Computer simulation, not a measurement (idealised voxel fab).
Module name: voxel self aligned vias (process module)
Cross-section cut: width 245 nm, square cells of 5 nm.
Throughout this document, each cross-section is represented as a grid of square cells and is presented as a sequence of bands enumerated from the top downward, where a band comprises one or more rows of cells.
First you get the band's top height and its bottom height, in nm, and then the materials it's made of, left to right, with each width in nm. If you see a single material with "everywhere", that one covers the band edge to edge. "air" is empty space.
We count height from 0. Below that, the starting wafer is all one material. The lowest band never ends at the bottom but goes on down; see "0 nm and below" for how that is written.
Per-row width for "30 to 40": begins at first number (top row of band), ends at second number (bottom row), increment between rows held constant.
"no alterations made" after a step means that no cell of the cross-section changed.
Closed empty spaces (no open way to the top) of 8 cells or more are what "Closed void catalog" lists, each as width x height at distance from the left edge, nm for all three.
The remark found on a step's line after its settings is issued by the simulator itself and pertains to that step.
"overlay nm" answers the question of how far to the right of plan the mask lay on a step that has a mask, and when it is negative the answer is to the left.
Heads up before you read on: it's before/after pairs around one process step each, after side only down to the lowest band that changed, step plus settings under the pair. Pairs can be from different runs of this module, same starting wafer, so only chain a pair onto the one above if its "Geometry before processing" entry says so.

### Geometry before processing
    40 nm to 15 nm | lowk everywhere
    15 nm to 10 nm | SiCN everywhere
    10 nm to 0 nm | SiO2 everywhere
    0 nm and below | Si everywhere
    Closed void catalog: none

### Resulting Cross-Section
    55 nm to 40 nm | 45 nm resist | 25 nm air | 40 nm resist | 25 nm air | 40 nm resist | 25 nm air | 45 nm resist
    Beneath the level 40, the cross-section is identical to its previous state.
    Closed void catalog: none
Going from the before section above to the after section, the step was PATTERN | tone open | mask id LINES | material resist | width nm 25 | pitch nm 65 | thk nm 15 | overlay nm 0

Geometry before processing: the after view from the pair directly above serves as the before view here.

### Resulting Cross-Section
    55 nm to 40 nm | 45 nm resist | 25 nm air | 40 nm resist | 25 nm air | 40 nm resist | 25 nm air | 45 nm resist
    40 nm to 15 nm | 45 nm lowk | 25 nm air | 40 nm lowk | 25 nm air | 40 nm lowk | 25 nm air | 45 nm lowk
    Beneath the level 15, the cross-section is identical to its previous state.
    Closed void catalog: none
Going from the before section above to the after section, the step was DIRECTIONAL_ETCH | etch materials lowk | depth nm 25

Geometry before processing: the after view from the pair directly above serves as the before view here.

### Resulting Cross-Section
    40 nm to 15 nm | 45 nm lowk | 25 nm air | 40 nm lowk | 25 nm air | 40 nm lowk | 25 nm air | 45 nm lowk
    Beneath the level 15, the cross-section is identical to its previous state.
    Closed void catalog: none
Going from the before section above to the after section, the step was STRIP | etch materials resist

Geometry before processing: the after view from the pair directly above serves as the before view here.

### Resulting Cross-Section
    45 nm to 40 nm | 50 nm TiN | 15 nm air | 50 nm TiN | 15 nm air | 50 nm TiN | 15 nm air | 50 nm TiN
    40 nm to 20 nm | 45 nm lowk | 5 nm TiN | 15 nm air | 5 nm TiN | 40 nm lowk | 5 nm TiN | 15 nm air | 5 nm TiN | 40 nm lowk | 5 nm TiN | 15 nm air | 5 nm TiN | 45 nm lowk
    20 nm to 15 nm | 45 nm lowk | 25 nm TiN | 40 nm lowk | 25 nm TiN | 40 nm lowk | 25 nm TiN | 45 nm lowk
    Beneath the level 15, the cross-section is identical to its previous state.
    Closed void catalog: none
Going from the before section above to the after section, the step was CONFORMAL_DEP | material TiN | thk nm 5

Geometry before processing: the after view from the pair directly above serves as the before view here.

### Resulting Cross-Section
    55 nm to 45 nm | Ru everywhere
    45 nm to 40 nm | 50 nm TiN | 15 nm Ru | 50 nm TiN | 15 nm Ru | 50 nm TiN | 15 nm Ru | 50 nm TiN
    40 nm to 20 nm | 45 nm lowk | 5 nm TiN | 15 nm Ru | 5 nm TiN | 40 nm lowk | 5 nm TiN | 15 nm Ru | 5 nm TiN | 40 nm lowk | 5 nm TiN | 15 nm Ru | 5 nm TiN | 45 nm lowk
    Beneath the level 20, the cross-section is identical to its previous state.
    Closed void catalog: none
Going from the before section above to the after section, the step was FILL_DEP | material Ru | thk nm 10

Geometry before processing: the after view from the pair directly above serves as the before view here.

### Resulting Cross-Section
    40 nm to 20 nm | 45 nm lowk | 5 nm TiN | 15 nm Ru | 5 nm TiN | 40 nm lowk | 5 nm TiN | 15 nm Ru | 5 nm TiN | 40 nm lowk | 5 nm TiN | 15 nm Ru | 5 nm TiN | 45 nm lowk
    Beneath the level 20, the cross-section is identical to its previous state.
    Closed void catalog: none
Going from the before section above to the after section, the step was CMP | height nm 40

Geometry before processing: the after view from the pair directly above serves as the before view here.

### Resulting Cross-Section
    40 nm to 30 nm | 45 nm lowk | 25 nm air | 40 nm lowk | 25 nm air | 40 nm lowk | 25 nm air | 45 nm lowk
    Beneath the level 30, the cross-section is identical to its previous state.
    Closed void catalog: none
Going from the before section above to the after section, the step was SELECTIVE_ETCH | etch materials W Ru TiN | depth nm 10

Geometry before processing: the after view from the pair directly above serves as the before view here.

### Resulting Cross-Section
    45 nm to 40 nm | SiN everywhere
    40 nm to 30 nm | 45 nm lowk | 25 nm SiN | 40 nm lowk | 25 nm SiN | 40 nm lowk | 25 nm SiN | 45 nm lowk
    Beneath the level 30, the cross-section is identical to its previous state.
    Closed void catalog: none
Going from the before section above to the after section, the step was FILL_DEP | material SiN | thk nm 5

Geometry before processing: the after view from the pair directly above serves as the before view here.

### Resulting Cross-Section
    40 nm to 30 nm | 45 nm lowk | 25 nm SiN | 40 nm lowk | 25 nm SiN | 40 nm lowk | 25 nm SiN | 45 nm lowk
    Beneath the level 30, the cross-section is identical to its previous state.
    Closed void catalog: none
Going from the before section above to the after section, the step was CMP | height nm 40

Geometry before processing: the after view from the pair directly above serves as the before view here.

### Resulting Cross-Section
    55 nm to 40 nm | lowk everywhere
    Beneath the level 40, the cross-section is identical to its previous state.
    Closed void catalog: none
Going from the before section above to the after section, the step was DIRECTIONAL_DEP | material lowk | thk nm 15

Geometry before processing: the after view from the pair directly above serves as the before view here.

### Resulting Cross-Section
    55 nm to 40 nm | 35 nm lowk | 40 nm air | 25 nm lowk | 40 nm air | 25 nm lowk | 40 nm air | 40 nm lowk
    Beneath the level 40, the cross-section is identical to its previous state.
    Closed void catalog: none
Going from the before section above to the after section, the step was MASKED_ETCH | tone open | mask id VIAS | width nm 40 | pitch nm 65 | etch materials lowk | depth nm 15 | overlay nm 0

Geometry before processing: the after view from the pair directly above serves as the before view here.

### Resulting Cross-Section
    55 nm to 40 nm | 35 nm lowk | 40 nm air | 25 nm lowk | 40 nm air | 25 nm lowk | 40 nm air | 40 nm lowk
    40 nm to 30 nm | 45 nm lowk | 25 nm air | 40 nm lowk | 25 nm air | 40 nm lowk | 25 nm air | 45 nm lowk
    Beneath the level 30, the cross-section is identical to its previous state.
    Closed void catalog: none
Going from the before section above to the after section, the step was MASKED_ETCH | tone open | mask id VIAS | width nm 40 | pitch nm 65 | etch materials SiN | depth nm 10 | overlay nm 0

Geometry before processing: the after view from the pair directly above serves as the before view here.

### Resulting Cross-Section
    60 nm to 55 nm | 40 nm TiN | 30 nm air | 35 nm TiN | 30 nm air | 35 nm TiN | 30 nm air | 45 nm TiN
    55 nm to 45 nm | 35 nm lowk | 5 nm TiN | 30 nm air | 5 nm TiN | 25 nm lowk | 5 nm TiN | 30 nm air | 5 nm TiN | 25 nm lowk | 5 nm TiN | 30 nm air | 5 nm TiN | 40 nm lowk
    45 nm to 35 nm | 35 to 45 nm lowk | 15 to 5 nm TiN | 15 nm air | 10 to 5 nm TiN | 25 to 40 nm lowk | 15 to 5 nm TiN | 15 nm air | 10 to 5 nm TiN | 25 to 40 nm lowk | 15 to 5 nm TiN | 15 nm air | 10 to 5 nm TiN | 40 to 45 nm lowk
    35 nm to 30 nm | 45 nm lowk | 25 nm TiN | 40 nm lowk | 25 nm TiN | 40 nm lowk | 25 nm TiN | 45 nm lowk
    Beneath the level 30, the cross-section is identical to its previous state.
    Closed void catalog: none
Going from the before section above to the after section, the step was CONFORMAL_DEP | material TiN | thk nm 5

Geometry before processing: the after view from the pair directly above serves as the before view here.

### Resulting Cross-Section
    70 nm to 60 nm | Ru everywhere
    60 nm to 55 nm | 40 nm TiN | 30 nm Ru | 35 nm TiN | 30 nm Ru | 35 nm TiN | 30 nm Ru | 45 nm TiN
    55 nm to 45 nm | 35 nm lowk | 5 nm TiN | 30 nm Ru | 5 nm TiN | 25 nm lowk | 5 nm TiN | 30 nm Ru | 5 nm TiN | 25 nm lowk | 5 nm TiN | 30 nm Ru | 5 nm TiN | 40 nm lowk
    45 nm to 35 nm | 35 to 45 nm lowk | 15 to 5 nm TiN | 15 nm Ru | 10 to 5 nm TiN | 25 to 40 nm lowk | 15 to 5 nm TiN | 15 nm Ru | 10 to 5 nm TiN | 25 to 40 nm lowk | 15 to 5 nm TiN | 15 nm Ru | 10 to 5 nm TiN | 40 to 45 nm lowk
    Beneath the level 35, the cross-section is identical to its previous state.
    Closed void catalog: none
Going from the before section above to the after section, the step was FILL_DEP | material Ru | thk nm 10

Geometry before processing: the after view from the pair directly above serves as the before view here.

### Resulting Cross-Section
    55 nm to 45 nm | 35 nm lowk | 5 nm TiN | 30 nm Ru | 5 nm TiN | 25 nm lowk | 5 nm TiN | 30 nm Ru | 5 nm TiN | 25 nm lowk | 5 nm TiN | 30 nm Ru | 5 nm TiN | 40 nm lowk
    Beneath the level 45, the cross-section is identical to its previous state.
    Closed void catalog: none
Going from the before section above to the after section, the step was CMP | height nm 55

Geometry before processing: the after view from the pair directly above serves as the before view here.

### Resulting Cross-Section
    60 nm to 55 nm | SiN everywhere
    Beneath the level 55, the cross-section is identical to its previous state.
    Closed void catalog: none
Going from the before section above to the after section, the step was CONFORMAL_DEP | material SiN | thk nm 5

### Geometry before processing
    40 nm to 15 nm | lowk everywhere
    15 nm to 10 nm | SiCN everywhere
    10 nm to 0 nm | SiO2 everywhere
    0 nm and below | Si everywhere
    Closed void catalog: none

### Resulting Cross-Section
    55 nm to 40 nm | 35 nm resist | 30 nm air | 35 nm resist | 30 nm air | 35 nm resist | 30 nm air | 50 nm resist
    Beneath the level 40, the cross-section is identical to its previous state.
    Closed void catalog: none
Going from the before section above to the after section, the step was PATTERN | tone open | mask id LINES | material resist | width nm 30 | pitch nm 65 | thk nm 15 | overlay nm -5

Geometry before processing: the after view from the pair directly above serves as the before view here.

### Resulting Cross-Section
    55 nm to 40 nm | 35 nm resist | 30 nm air | 35 nm resist | 30 nm air | 35 nm resist | 30 nm air | 50 nm resist
    40 nm to 15 nm | 35 nm lowk | 30 nm air | 35 nm lowk | 30 nm air | 35 nm lowk | 30 nm air | 50 nm lowk
    Beneath the level 15, the cross-section is identical to its previous state.
    Closed void catalog: none
Going from the before section above to the after section, the step was DIRECTIONAL_ETCH | etch materials lowk | depth nm 25

Geometry before processing: the after view from the pair directly above serves as the before view here.

### Resulting Cross-Section
    40 nm to 15 nm | 35 nm lowk | 30 nm air | 35 nm lowk | 30 nm air | 35 nm lowk | 30 nm air | 50 nm lowk
    Beneath the level 15, the cross-section is identical to its previous state.
    Closed void catalog: none
Going from the before section above to the after section, the step was STRIP | etch materials resist

Geometry before processing: the after view from the pair directly above serves as the before view here.

### Resulting Cross-Section
    45 nm to 40 nm | 40 nm TiN | 20 nm air | 45 nm TiN | 20 nm air | 45 nm TiN | 20 nm air | 55 nm TiN
    40 nm to 20 nm | 35 nm lowk | 5 nm TiN | 20 nm air | 5 nm TiN | 35 nm lowk | 5 nm TiN | 20 nm air | 5 nm TiN | 35 nm lowk | 5 nm TiN | 20 nm air | 5 nm TiN | 50 nm lowk
    20 nm to 15 nm | 35 nm lowk | 30 nm TiN | 35 nm lowk | 30 nm TiN | 35 nm lowk | 30 nm TiN | 50 nm lowk
    Beneath the level 15, the cross-section is identical to its previous state.
    Closed void catalog: none
Going from the before section above to the after section, the step was CONFORMAL_DEP | material TiN | thk nm 5

Geometry before processing: the after view from the pair directly above serves as the before view here.

### Resulting Cross-Section
    55 nm to 45 nm | Ru everywhere
    45 nm to 40 nm | 40 nm TiN | 20 nm Ru | 45 nm TiN | 20 nm Ru | 45 nm TiN | 20 nm Ru | 55 nm TiN
    40 nm to 20 nm | 35 nm lowk | 5 nm TiN | 20 nm Ru | 5 nm TiN | 35 nm lowk | 5 nm TiN | 20 nm Ru | 5 nm TiN | 35 nm lowk | 5 nm TiN | 20 nm Ru | 5 nm TiN | 50 nm lowk
    Beneath the level 20, the cross-section is identical to its previous state.
    Closed void catalog: none
Going from the before section above to the after section, the step was FILL_DEP | material Ru | thk nm 10

Geometry before processing: the after view from the pair directly above serves as the before view here.

### Resulting Cross-Section
    40 nm to 20 nm | 35 nm lowk | 5 nm TiN | 20 nm Ru | 5 nm TiN | 35 nm lowk | 5 nm TiN | 20 nm Ru | 5 nm TiN | 35 nm lowk | 5 nm TiN | 20 nm Ru | 5 nm TiN | 50 nm lowk
    Beneath the level 20, the cross-section is identical to its previous state.
    Closed void catalog: none
Going from the before section above to the after section, the step was CMP | height nm 40

Geometry before processing: the after view from the pair directly above serves as the before view here.

### Resulting Cross-Section
    40 nm to 30 nm | 35 nm lowk | 30 nm air | 35 nm lowk | 30 nm air | 35 nm lowk | 30 nm air | 50 nm lowk
    Beneath the level 30, the cross-section is identical to its previous state.
    Closed void catalog: none
Going from the before section above to the after section, the step was SELECTIVE_ETCH | etch materials W Ru TiN | depth nm 10

Geometry before processing: the after view from the pair directly above serves as the before view here.

### Resulting Cross-Section
    45 nm to 40 nm | SiN everywhere
    40 nm to 30 nm | 35 nm lowk | 30 nm SiN | 35 nm lowk | 30 nm SiN | 35 nm lowk | 30 nm SiN | 50 nm lowk
    Beneath the level 30, the cross-section is identical to its previous state.
    Closed void catalog: none
Going from the before section above to the after section, the step was FILL_DEP | material SiN | thk nm 5

Geometry before processing: the after view from the pair directly above serves as the before view here.

### Resulting Cross-Section
    40 nm to 30 nm | 35 nm lowk | 30 nm SiN | 35 nm lowk | 30 nm SiN | 35 nm lowk | 30 nm SiN | 50 nm lowk
    Beneath the level 30, the cross-section is identical to its previous state.
    Closed void catalog: none
Going from the before section above to the after section, the step was CMP | height nm 40

Geometry before processing: the after view from the pair directly above serves as the before view here.

### Resulting Cross-Section
    55 nm to 40 nm | lowk everywhere
    Beneath the level 40, the cross-section is identical to its previous state.
    Closed void catalog: none
Going from the before section above to the after section, the step was DIRECTIONAL_DEP | material lowk | thk nm 15

Geometry before processing: the after view from the pair directly above serves as the before view here.

### Resulting Cross-Section
    55 nm to 40 nm | 35 nm lowk | 40 nm air | 25 nm lowk | 40 nm air | 25 nm lowk | 40 nm air | 40 nm lowk
    Beneath the level 40, the cross-section is identical to its previous state.
    Closed void catalog: none
Going from the before section above to the after section, the step was MASKED_ETCH | tone open | mask id VIAS | width nm 40 | pitch nm 65 | etch materials lowk | depth nm 15 | overlay nm 0

Geometry before processing: the after view from the pair directly above serves as the before view here.

### Resulting Cross-Section
    55 nm to 40 nm | 35 nm lowk | 40 nm air | 25 nm lowk | 40 nm air | 25 nm lowk | 40 nm air | 40 nm lowk
    40 nm to 30 nm | 35 nm lowk | 30 nm air | 35 nm lowk | 30 nm air | 35 nm lowk | 30 nm air | 50 nm lowk
    Beneath the level 30, the cross-section is identical to its previous state.
    Closed void catalog: none
Going from the before section above to the after section, the step was MASKED_ETCH | tone open | mask id VIAS | width nm 40 | pitch nm 65 | etch materials SiN | depth nm 10 | overlay nm 0

Geometry before processing: the after view from the pair directly above serves as the before view here.

### Resulting Cross-Section
    60 nm to 55 nm | 40 nm TiN | 30 nm air | 35 nm TiN | 30 nm air | 35 nm TiN | 30 nm air | 45 nm TiN
    55 nm to 45 nm | 35 nm lowk | 5 nm TiN | 30 nm air | 5 nm TiN | 25 nm lowk | 5 nm TiN | 30 nm air | 5 nm TiN | 25 nm lowk | 5 nm TiN | 30 nm air | 5 nm TiN | 40 nm lowk
    45 nm to 35 nm | 35 nm lowk | 5 nm TiN | 20 nm air | 15 to 5 nm TiN | 25 to 35 nm lowk | 5 nm TiN | 20 nm air | 15 to 5 nm TiN | 25 to 35 nm lowk | 5 nm TiN | 20 nm air | 15 to 5 nm TiN | 40 to 50 nm lowk
    35 nm to 30 nm | 35 nm lowk | 30 nm TiN | 35 nm lowk | 30 nm TiN | 35 nm lowk | 30 nm TiN | 50 nm lowk
    Beneath the level 30, the cross-section is identical to its previous state.
    Closed void catalog: none
Going from the before section above to the after section, the step was CONFORMAL_DEP | material TiN | thk nm 5

Geometry before processing: the after view from the pair directly above serves as the before view here.

### Resulting Cross-Section
    70 nm to 60 nm | Ru everywhere
    60 nm to 55 nm | 40 nm TiN | 30 nm Ru | 35 nm TiN | 30 nm Ru | 35 nm TiN | 30 nm Ru | 45 nm TiN
    55 nm to 45 nm | 35 nm lowk | 5 nm TiN | 30 nm Ru | 5 nm TiN | 25 nm lowk | 5 nm TiN | 30 nm Ru | 5 nm TiN | 25 nm lowk | 5 nm TiN | 30 nm Ru | 5 nm TiN | 40 nm lowk
    45 nm to 35 nm | 35 nm lowk | 5 nm TiN | 20 nm Ru | 15 to 5 nm TiN | 25 to 35 nm lowk | 5 nm TiN | 20 nm Ru | 15 to 5 nm TiN | 25 to 35 nm lowk | 5 nm TiN | 20 nm Ru | 15 to 5 nm TiN | 40 to 50 nm lowk
    Beneath the level 35, the cross-section is identical to its previous state.
    Closed void catalog: none
Going from the before section above to the after section, the step was FILL_DEP | material Ru | thk nm 10

Geometry before processing: the after view from the pair directly above serves as the before view here.

### Resulting Cross-Section
    55 nm to 45 nm | 35 nm lowk | 5 nm TiN | 30 nm Ru | 5 nm TiN | 25 nm lowk | 5 nm TiN | 30 nm Ru | 5 nm TiN | 25 nm lowk | 5 nm TiN | 30 nm Ru | 5 nm TiN | 40 nm lowk
    Beneath the level 45, the cross-section is identical to its previous state.
    Closed void catalog: none
Going from the before section above to the after section, the step was CMP | height nm 55

Geometry before processing: the after view from the pair directly above serves as the before view here.

### Resulting Cross-Section
    60 nm to 55 nm | SiN everywhere
    Beneath the level 55, the cross-section is identical to its previous state.
    Closed void catalog: none
Going from the before section above to the after section, the step was CONFORMAL_DEP | material SiN | thk nm 5

### Geometry before processing
    55 nm to 45 nm | 35 nm lowk | 5 nm TiN | 30 nm Ru | 5 nm TiN | 25 nm lowk | 5 nm TiN | 30 nm Ru | 5 nm TiN | 25 nm lowk | 5 nm TiN | 30 nm Ru | 5 nm TiN | 40 nm lowk
    45 nm to 35 nm | 35 to 40 nm lowk | 10 to 5 nm TiN | 20 nm Ru | 10 to 5 nm TiN | 25 to 35 nm lowk | 10 to 5 nm TiN | 20 nm Ru | 10 to 5 nm TiN | 25 to 35 nm lowk | 10 to 5 nm TiN | 20 nm Ru | 10 to 5 nm TiN | 40 to 45 nm lowk
    35 nm to 30 nm | 40 nm lowk | 30 nm TiN | 35 nm lowk | 30 nm TiN | 35 nm lowk | 30 nm TiN | 45 nm lowk
    30 nm to 20 nm | 40 nm lowk | 5 nm TiN | 20 nm Ru | 5 nm TiN | 35 nm lowk | 5 nm TiN | 20 nm Ru | 5 nm TiN | 35 nm lowk | 5 nm TiN | 20 nm Ru | 5 nm TiN | 45 nm lowk
    20 nm to 15 nm | 40 nm lowk | 30 nm TiN | 35 nm lowk | 30 nm TiN | 35 nm lowk | 30 nm TiN | 45 nm lowk
    15 nm to 10 nm | SiCN everywhere
    10 nm to 0 nm | SiO2 everywhere
    0 nm and below | Si everywhere
    Closed void catalog: none

### Resulting Cross-Section
    60 nm to 55 nm | W everywhere
    Beneath the level 55, the cross-section is identical to its previous state.
    Closed void catalog: none
Going from the before section above to the after section, the step was CONFORMAL_DEP | material W | thk nm 5

### Geometry before processing
    55 nm to 40 nm | lowk everywhere
    40 nm to 30 nm | 40 nm lowk | 30 nm SiN | 35 nm lowk | 30 nm SiN | 35 nm lowk | 30 nm SiN | 45 nm lowk
    30 nm to 20 nm | 40 nm lowk | 5 nm TiN | 20 nm Ru | 5 nm TiN | 35 nm lowk | 5 nm TiN | 20 nm Ru | 5 nm TiN | 35 nm lowk | 5 nm TiN | 20 nm Ru | 5 nm TiN | 45 nm lowk
    20 nm to 15 nm | 40 nm lowk | 30 nm TiN | 35 nm lowk | 30 nm TiN | 35 nm lowk | 30 nm TiN | 45 nm lowk
    15 nm to 10 nm | SiCN everywhere
    10 nm to 0 nm | SiO2 everywhere
    0 nm and below | Si everywhere
    Closed void catalog: none

### Resulting Cross-Section
    55 nm to 40 nm | 35 nm air | 40 nm lowk | 25 nm air | 40 nm lowk | 25 nm air | 40 nm lowk | 40 nm air
    Beneath the level 40, the cross-section is identical to its previous state.
    Closed void catalog: none
Going from the before section above to the after section, the step was MASKED_ETCH | tone cover | mask id VIAS | width nm 40 | pitch nm 65 | etch materials lowk | depth nm 15 | overlay nm 0

Geometry before processing: the after view from the pair directly above serves as the before view here.

### Resulting Cross-Section
    60 nm to 55 nm | 30 nm air | 50 nm TiN | 15 nm air | 50 nm TiN | 15 nm air | 50 nm TiN | 35 nm air
    55 nm to 45 nm | 30 nm air | 5 nm TiN | 40 nm lowk | 5 nm TiN | 15 nm air | 5 nm TiN | 40 nm lowk | 5 nm TiN | 15 nm air | 5 nm TiN | 40 nm lowk | 5 nm TiN | 35 nm air
    45 nm to 40 nm | 35 nm TiN | 40 nm lowk | 25 nm TiN | 40 nm lowk | 25 nm TiN | 40 nm lowk | 40 nm TiN
    Beneath the level 40, the cross-section is identical to its previous state.
    Closed void catalog: none
Going from the before section above to the after section, the step was CONFORMAL_DEP | material TiN | thk nm 5

Geometry before processing: the after view from the pair directly above serves as the before view here.

### Resulting Cross-Section
    70 nm to 60 nm | Ru everywhere
    60 nm to 55 nm | 30 nm Ru | 50 nm TiN | 15 nm Ru | 50 nm TiN | 15 nm Ru | 50 nm TiN | 35 nm Ru
    55 nm to 45 nm | 30 nm Ru | 5 nm TiN | 40 nm lowk | 5 nm TiN | 15 nm Ru | 5 nm TiN | 40 nm lowk | 5 nm TiN | 15 nm Ru | 5 nm TiN | 40 nm lowk | 5 nm TiN | 35 nm Ru
    Beneath the level 45, the cross-section is identical to its previous state.
    Closed void catalog: none
Going from the before section above to the after section, the step was FILL_DEP | material Ru | thk nm 10

Geometry before processing: the after view from the pair directly above serves as the before view here.

### Resulting Cross-Section
    55 nm to 45 nm | 30 nm Ru | 5 nm TiN | 40 nm lowk | 5 nm TiN | 15 nm Ru | 5 nm TiN | 40 nm lowk | 5 nm TiN | 15 nm Ru | 5 nm TiN | 40 nm lowk | 5 nm TiN | 35 nm Ru
    Beneath the level 45, the cross-section is identical to its previous state.
    Closed void catalog: none
Going from the before section above to the after section, the step was CMP | height nm 55

Geometry before processing: the after view from the pair directly above serves as the before view here.

### Resulting Cross-Section
    60 nm to 55 nm | SiN everywhere
    Beneath the level 55, the cross-section is identical to its previous state.
    Closed void catalog: none
Going from the before section above to the after section, the step was CONFORMAL_DEP | material SiN | thk nm 5
